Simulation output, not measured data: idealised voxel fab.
process module | voxel self aligned vias
cross-section cut | 210 nm wide | cells 5 nm
A cross-section is a grid of square cells, given in bands from the top down. A band is one or more rows of cells.
Each band's line starts with the height of the band's top and of its bottom, in nm. Then come its materials from left to right, each with its width in nm. One material with "throughout" fills the band from edge to edge. "air" is empty space.
Height 0 is the level under which the wafer as received is all one material. The lowest band goes on downwards, as in "0 down".
A width such as "30 to 40" changes by the same amount from each row of cells to the next, from the band's top row to its bottom row.
"no change" after a step means that no cell of the cross-section changed.
closed voids: empty space of 8 cells or more with no open way to the top, each as width x height at its distance from the left edge, in nm
after a step's settings: what the simulator itself notes on the step
overlay nm, on a step with a mask: how far to the right of its planned place the mask lay; to the left if negative
plan
1 op RECEIVE | material Si
2 op CONFORMAL_DEP | material SiO2 | thk nm 10
3 op CONFORMAL_DEP | material SiCN | thk nm 5
4 op DIRECTIONAL_DEP | material SiO2 | thk nm 30
5 op MASKED_ETCH | tone open | mask id LINES | width nm 20 | pitch nm 60 | etch materials SiO2 | depth nm 30 | overlay nm 0
6 op CONFORMAL_DEP | material TiN | thk nm 5
7 op FILL_DEP | material W | thk nm 5
8 op CMP | height nm 45
9 op SELECTIVE_ETCH | etch materials W Ru TiN | depth nm 5
10 op FILL_DEP | material SiN | thk nm 10
11 op CMP | height nm 45
12 op DIRECTIONAL_DEP | material SiO2 | thk nm 15
13 op PATTERN | tone open | mask id VIAS | material resist | width nm 30 | thk nm 20 | overlay nm 0
14 op DIRECTIONAL_ETCH | etch materials SiO2 | depth nm 15
15 op DIRECTIONAL_ETCH | etch materials SiN | depth nm 5
16 op STRIP | etch materials resist
17 op CONFORMAL_DEP | material TiN | thk nm 5
18 op FILL_DEP | material Ru | thk nm 5
19 op CMP | height nm 60
20 op CONFORMAL_DEP | material SiN | thk nm 5
as received, after step 1
  0 down: Si throughout
  closed voids: none
first wafer at the end, as planned
  65 to 60: SiN throughout
  60 to 50: SiO2 60 | TiN 5 | Ru 20 | TiN 5 | SiO2 120
  50 to 45: SiO2 60 | TiN 10 | Ru 10 | TiN 10 | SiO2 120
  45 to 40: SiO2 65 | TiN 20 | SiO2 40 | SiN 20 | SiO2 65
  40 to 20: SiO2 65 | TiN 5 | W 10 | TiN 5 | SiO2 40 | TiN 5 | W 10 | TiN 5 | SiO2 65
  20 to 15: SiO2 65 | TiN 20 | SiO2 40 | TiN 20 | SiO2 65
  15 to 10: SiCN throughout
  10 to 0: SiO2 throughout
  0 down: Si throughout
  closed voids: none
second wafer at the end: like start, like plan, one mistake
  65 to 60: SiN throughout
  60 to 50: SiO2 60 | TiN 5 | Ru 20 | TiN 5 | SiO2 120
  50 to 45: SiO2 60 | TiN 15 | Ru 5 | TiN 10 | SiO2 120
  45 to 40: SiO2 70 | TiN 15 | SiO2 45 | SiN 15 | SiO2 65
  40 to 20: SiO2 70 | TiN 5 | W 5 | TiN 5 | SiO2 45 | TiN 5 | W 5 | TiN 5 | SiO2 65
  20 to 15: SiO2 70 | TiN 15 | SiO2 45 | TiN 15 | SiO2 65
  15 to 10: SiCN throughout
  10 to 0: SiO2 throughout
  0 down: Si throughout
  closed voids: none
what went wrong: step 5 ran as: op MASKED_ETCH | tone open | mask id LINES | width nm 15 | pitch nm 60 | etch materials SiO2 | depth nm 30 | overlay nm 0
at the end the second wafer has, in cells: 1 fewer of Ru | 1 fewer of SiN | 12 more of SiO2 | 2 fewer of TiN | 8 fewer of W
